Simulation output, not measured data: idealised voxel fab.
Presented below is a process module, voxel ribs on slabs.
Cross-sectional view cut (width: 275 nm; square cell size: 5 nm).
Each cross-section below is a grid of square cells, stated as bands in top-down order, with one or more rows of cells making up each band. Top, bottom (nm), then materials left to right with widths (nm); lone material tagged "all across" fills the whole band edge to edge; "empty" = empty space. Zero point of the height axis is 0; under it, received wafer = one material. Lowest band: continues down indefinitely, "0 -> down". A two-number width, for instance "30 to 40", indicates that the width is equal to the first number in the top row of the band and to the second number in the bottom row, and that it changes by a constant amount per row of cells. "nothing altered" after a step means that no cell of the cross-section changed. Basically, "Closed cavities" tells you about the enclosed voids: empty spaces with no open way to the top, 8 cells or bigger, each written width x height at distance, where distance is from the left edge, all in nm. What comes after the settings on a step's line is commentary from the simulator itself on that step. Among the settings permitted on a step's line is "overlay nm"; applied to a step with a mask, it specifies the extent to which the mask lay to the right of its planned position, whereas a negative figure signifies a position to the left.

Process steps (planned):
1 RECEIVE: material Si
2 DIRECTIONAL_DEP: material SiO2, thk nm 30
3 DIRECTIONAL_DEP: material polySi, thk nm 25
4 MASKED_ETCH: tone cover, mask id RIB, width nm 20, etch materials polySi, depth nm 5, overlay nm 0
5 MASKED_ETCH: tone cover, mask id SLAB, width nm 80, etch materials polySi, depth nm 20, overlay nm 0
6 FILL_DEP: material SiO2, thk nm 20
7 CMP: height nm 70
8 DIRECTIONAL_DEP: material TiN, thk nm 10
9 MASKED_ETCH: tone cover, mask id HEATER, width nm 30, etch materials TiN, depth nm 10, overlay nm 0
10 CONFORMAL_DEP: material SiN, thk nm 10

As-received state of the wafer in cross-section, equivalent to post-step 1:
- 0 -> down  Si all across
- Closed cavities: none

One mistake in running the module, otherwise start and plan as above: cross-section at the end:
- 90 -> 80  empty: 110, SiN: 50, empty: 115
- 80 -> 70  SiN: 120, TiN: 30, SiN: 125
- 70 -> 55  SiN all across
- 55 -> 50  SiN: 125, polySi: 20, SiN: 130
- 50 -> 30  SiN: 95, polySi: 80, SiN: 100
- 30 -> 0  SiO2 all across
- 0 -> down  Si all across
- Closed cavities: none
What was done differently from what was planned? step 6: run off-plan, actual operation and settings FILL_DEP: material SiN, thk nm 20
